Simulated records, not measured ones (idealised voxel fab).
Process module in this document: voxel gate over fins
Section shown: cut. Width: 155 nm. Cell size: 5 nm, square.
The cross-sections in this document take the form of a grid made of square cells. They are written out as bands, in order from top to bottom. Each band consists of one or more rows of cells. Within each band entry, the heights of the top and of the bottom of the band appear first, in that order and in nm; the materials of the band then follow from left to right, each with its corresponding width in nm. The designation "all across" on a single material indicates that it fills the band from edge to edge; the designation "empty" indicates empty space. Height datum 0, below which the as-received substrate wafer is one material. Lowest band open at the bottom, running downward: "from 0 down". Think of "30 to 40" as a width that walks from the first number to the second as you go down the band, top row to bottom row, taking equal-sized steps from row to row. Take "nothing altered" at face value: in the step it is given for, the cross-section changed in none of its cells. "closed voids" contains a list of empty spaces, each no smaller than 8 cells and without an open way to the top, written in the form width x height at distance with the distance from the left edge and all three in nm. Text after the settings on a step's line: the simulator's own remark on that step. Regarding "overlay nm": on a step with a mask, it is the distance the mask lay to the right of its planned place; a negative value places it to the left.
The following list gives the planned process steps:
1. RECEIVE: material Si
2. CONFORMAL_DEP: material SiN, thk nm 10
3. MASKED_ETCH: tone cover, mask id FINS, width nm 15, pitch nm 40, etch materials SiN, depth nm 10, overlay nm 0
4. MASKED_ETCH: tone cover, mask id FINS, width nm 15, pitch nm 40, etch materials Si, depth nm 40, overlay nm 0
5. OXIDIZE: depth nm 5
6. FILL_DEP: material SiO2, thk nm 10
7. CMP: height nm 10
8. SELECTIVE_ETCH: etch materials SiO2, depth nm 25
9. STRIP: etch materials SiN
10. CONFORMAL_DEP: material HfO2, thk nm 5
11. CONFORMAL_DEP: material TiN, thk nm 5
12. CONFORMAL_DEP: material TiAl, thk nm 5
13. CONFORMAL_DEP: material TiN, thk nm 5
14. FILL_DEP: material W, thk nm 10
15. CMP: height nm 25
16. CONFORMAL_DEP: material SiCN, thk nm 5
As-received state of the wafer in cross-section, equivalent to post-step 1:
from 0 down  Si all across
closed voids: none
The first of the two wafers as seen in cross-section once the module was finished; processing followed the plan:
from 30 to 25  SiCN all across
from 25 to 20  W all across
from 20 to 15  W (35), TiN (85), W (35)
from 15 to 10  W (35), TiN (5), TiAl (35), TiN (5), TiAl (35), TiN (5), W (35)
from 10 to 5  W (35), TiN (5), TiAl (5), TiN (25), TiAl (5), TiN (5), TiAl (5), TiN (25), TiAl (5), TiN (5), W (35)
from 5 to 0  TiN (40), TiAl (5), TiN (5), HfO2 (15), TiN (5), TiAl (5), TiN (5), TiAl (5), TiN (5), HfO2 (15), TiN (5), TiAl (5), TiN (40)
from 0 to -5  TiAl (45), TiN (5), HfO2 (5), Si (5), HfO2 (5), TiN (5), TiAl (15), TiN (5), HfO2 (5), Si (5), HfO2 (5), TiN (5), TiAl (45)
from -5 to -10  TiN (50), HfO2 (5), Si (5), HfO2 (5), TiN (25), HfO2 (5), Si (5), HfO2 (5), TiN (50)
from -10 to -15  HfO2 (55), Si (5), HfO2 (35), Si (5), HfO2 (55)
from -15 to -45  SiO2 (55), Si (5), SiO2 (35), Si (5), SiO2 (55)
from -45 down  Si all across
closed voids: none
Cross-section of the latter of the two wafers at module completion. It had an identical start and an identical plan to the former; in running it, one mistake was made:
from 30 to 25  SiCN all across
from 25 to 20  W all across
from 20 to 15  W (45), TiN (85), W (25)
from 15 to 10  W (35), TiN (15), TiAl (35), TiN (5), TiAl (35), TiN (5), W (25)
from 10 to 5  W (35), TiN (5), TiAl (15), TiN (25), TiAl (15), TiN (25), TiAl (5), TiN (5), W (25)
from 5 to 0  TiN (40), TiAl (5), TiN (15), HfO2 (15), TiN (5), TiAl (5), TiN (15), HfO2 (15), TiN (5), TiAl (5), TiN (30)
from 0 to -5  TiAl (45), TiN (5), HfO2 (15), Si (5), HfO2 (5), TiN (5), TiAl (5), TiN (5), HfO2 (15), Si (5), HfO2 (5), TiN (5), TiAl (35)
from -5 to -10  TiN (50), HfO2 (5), Si (15), HfO2 (5), TiN (15), HfO2 (5), Si (15), HfO2 (5), TiN (40)
from -10 to -15  HfO2 (55), Si (15), HfO2 (25), Si (15), HfO2 (45)
from -15 to -45  SiO2 (55), Si (15), SiO2 (25), Si (15), SiO2 (45)
from -45 down  Si all across
closed voids: none
Diagnosis: step 3 ran with different settings than intended, the actual operation and settings being MASKED_ETCH: tone cover, mask id FINS, width nm 15, pitch nm 40, etch materials SiN, depth nm 10, overlay nm 10
At the finish, the second wafer shows more or fewer cells for some materials than the first does: Si: 32 more | SiO2: 24 fewer | TiAl: 2 fewer | TiN: 2 fewer | W: 4 fewer
